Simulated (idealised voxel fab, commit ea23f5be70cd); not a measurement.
Module name: voxel fin reveal (process module)
It is cross-section cut that appears here, measuring 220 nm in width, its square cells being 5 nm in size.
Cross-section, as written here: a square-cell grid given band by band from the top down, where a band holds one or more rows of cells. Quick guide to a band line: top height, bottom height (nm) up front; then every material left to right with its width in nm. Only one material and it's marked "everywhere"? Then it fills the band edge to edge. And "empty" just means empty space. Basically, 0 is our baseline, since under it the wafer straight out of the box is all one material. The bottom band has no lower end and keeps on going down, so it looks like "0 -> down". A width given as "30..40" starts at the first number in the band's top row and ends at the second number in its bottom row, shifting by an equal amount at every step from row to row. "all unchanged" means the step left every cell of the cross-section as it was. Under "Listed closed voids" you'll find the enclosed gaps, the ones with no way out to the top, that are 8 cells or bigger; each reads width x height at distance, with distance counted from the left edge, everything in nm. It should be noted that, on the line of a given step, the content following the step's settings is a remark produced by the simulator itself with respect to that step. overlay nm, on a step with a mask: how far to the right of its planned place the mask lay; to the left if negative.
STEPS PLANNED FOR THE PROCESS
1 RECEIVE,material Si
2 CONFORMAL_DEP,material SiN,thk nm 10
3 PATTERN,tone cover,mask id FINS,material resist,width nm 15,pitch nm 35,thk nm 20,overlay nm 0
4 DIRECTIONAL_ETCH,etch materials SiN,depth nm 10
5 DIRECTIONAL_ETCH,etch materials Si,depth nm 30
6 STRIP,etch materials resist
7 FILL_DEP,material SiO2,thk nm 15
8 CMP,height nm 10
9 SELECTIVE_ETCH,etch materials SiO2,depth nm 25
10 STRIP,etch materials SiN
FIRST OUT OF TWO WAFERS; RUN WENT TO PLAN
CROSS-SECTION: WAFER ON ARRIVAL = AFTER STEP 1
	0 -> down  Si everywhere
	Listed closed voids: none
WAFER AFTER STEP 2 (CROSS-SECTION)
	10 -> 0  SiN everywhere
	All layers under 0 are left as they were.
WAFER AFTER STEP 3 (CROSS-SECTION)
	30 -> 10  empty=85 | resist=15 | empty=20 | resist=15 | empty=85
	All layers under 10 are left as they were.
WAFER AFTER STEP 4 (CROSS-SECTION)
	30 -> 10  empty=85 | resist=15 | empty=20 | resist=15 | empty=85
	10 -> 0  empty=85 | SiN=15 | empty=20 | SiN=15 | empty=85
	All layers under 0 are left as they were.
WAFER AFTER STEP 5 (CROSS-SECTION)
	30 -> 10  empty=85 | resist=15 | empty=20 | resist=15 | empty=85
	10 -> 0  empty=85 | SiN=15 | empty=20 | SiN=15 | empty=85
	0 -> -30  empty=85 | Si=15 | empty=20 | Si=15 | empty=85
	All layers under -30 are left as they were.
WAFER AFTER STEP 6 (CROSS-SECTION)
	10 -> 0  empty=85 | SiN=15 | empty=20 | SiN=15 | empty=85
	All layers under 0 are left as they were.
WAFER AFTER STEP 7 (CROSS-SECTION)
	25 -> 10  SiO2 everywhere
	10 -> 0  SiO2=85 | SiN=15 | SiO2=20 | SiN=15 | SiO2=85
	0 -> -30  SiO2=85 | Si=15 | SiO2=20 | Si=15 | SiO2=85
	All layers under -30 are left as they were.
WAFER AFTER STEP 8 (CROSS-SECTION)
	10 -> 0  SiO2=85 | SiN=15 | SiO2=20 | SiN=15 | SiO2=85
	All layers under 0 are left as they were.
WAFER AFTER STEP 9 (CROSS-SECTION)
	10 -> 0  empty=85 | SiN=15 | empty=20 | SiN=15 | empty=85
	0 -> -15  empty=85 | Si=15 | empty=20 | Si=15 | empty=85
	All layers under -15 are left as they were.
WAFER AFTER STEP 10 (CROSS-SECTION)
	0 -> -15  empty=85 | Si=15 | empty=20 | Si=15 | empty=85
	All layers under -15 are left as they were.
WAFER TWO OF TWO - SAME STARTING POINT, SAME PROCESS PLAN, ONE MISTAKE IN EXECUTION; MATCHES WAFER ONE UP TO AND INCLUDING STEP 2
HERE IS THE SECOND WAFER IN CROSS-SECTION AT THE POINT WHERE STEP 3 OF THE PLAN SHOULD HAVE BEEN DONE
	30 -> 10  empty=90 | resist=15 | empty=20 | resist=15 | empty=80
	All layers under 10 are left as they were.
HERE IS THE SECOND WAFER IN CROSS-SECTION AT THE POINT WHERE STEP 4 OF THE PLAN SHOULD HAVE BEEN DONE
	30 -> 10  empty=90 | resist=15 | empty=20 | resist=15 | empty=80
	10 -> 0  empty=90 | SiN=15 | empty=20 | SiN=15 | empty=80
	All layers under 0 are left as they were.
HERE IS THE SECOND WAFER IN CROSS-SECTION AT THE POINT WHERE STEP 5 OF THE PLAN SHOULD HAVE BEEN DONE
	30 -> 10  empty=90 | resist=15 | empty=20 | resist=15 | empty=80
	10 -> 0  empty=90 | SiN=15 | empty=20 | SiN=15 | empty=80
	0 -> -30  empty=90 | Si=15 | empty=20 | Si=15 | empty=80
	All layers under -30 are left as they were.
HERE IS THE SECOND WAFER IN CROSS-SECTION AT THE POINT WHERE STEP 6 OF THE PLAN SHOULD HAVE BEEN DONE
	10 -> 0  empty=90 | SiN=15 | empty=20 | SiN=15 | empty=80
	All layers under 0 are left as they were.
HERE IS THE SECOND WAFER IN CROSS-SECTION AT THE POINT WHERE STEP 7 OF THE PLAN SHOULD HAVE BEEN DONE
	25 -> 10  SiO2 everywhere
	10 -> 0  SiO2=90 | SiN=15 | SiO2=20 | SiN=15 | SiO2=80
	0 -> -30  SiO2=90 | Si=15 | SiO2=20 | Si=15 | SiO2=80
	All layers under -30 are left as they were.
HERE IS THE SECOND WAFER IN CROSS-SECTION AT THE POINT WHERE STEP 8 OF THE PLAN SHOULD HAVE BEEN DONE
	10 -> 0  SiO2=90 | SiN=15 | SiO2=20 | SiN=15 | SiO2=80
	All layers under 0 are left as they were.
HERE IS THE SECOND WAFER IN CROSS-SECTION AT THE POINT WHERE STEP 9 OF THE PLAN SHOULD HAVE BEEN DONE
	10 -> 0  empty=90 | SiN=15 | empty=20 | SiN=15 | empty=80
	0 -> -15  empty=90 | Si=15 | empty=20 | Si=15 | empty=80
	All layers under -15 are left as they were.
HERE IS THE SECOND WAFER IN CROSS-SECTION AT THE POINT WHERE STEP 10 OF THE PLAN SHOULD HAVE BEEN DONE
	0 -> -15  empty=90 | Si=15 | empty=20 | Si=15 | empty=80
	All layers under -15 are left as they were.
In executing the process, a mistake was made relative to the plan: step 3 off recipe, ran as PATTERN,tone cover,mask id FINS,material resist,width nm 15,pitch nm 35,thk nm 20,overlay nm 5
At the end, the second wafer has the same number of cells of each material as the first, but those cells sit in other places.
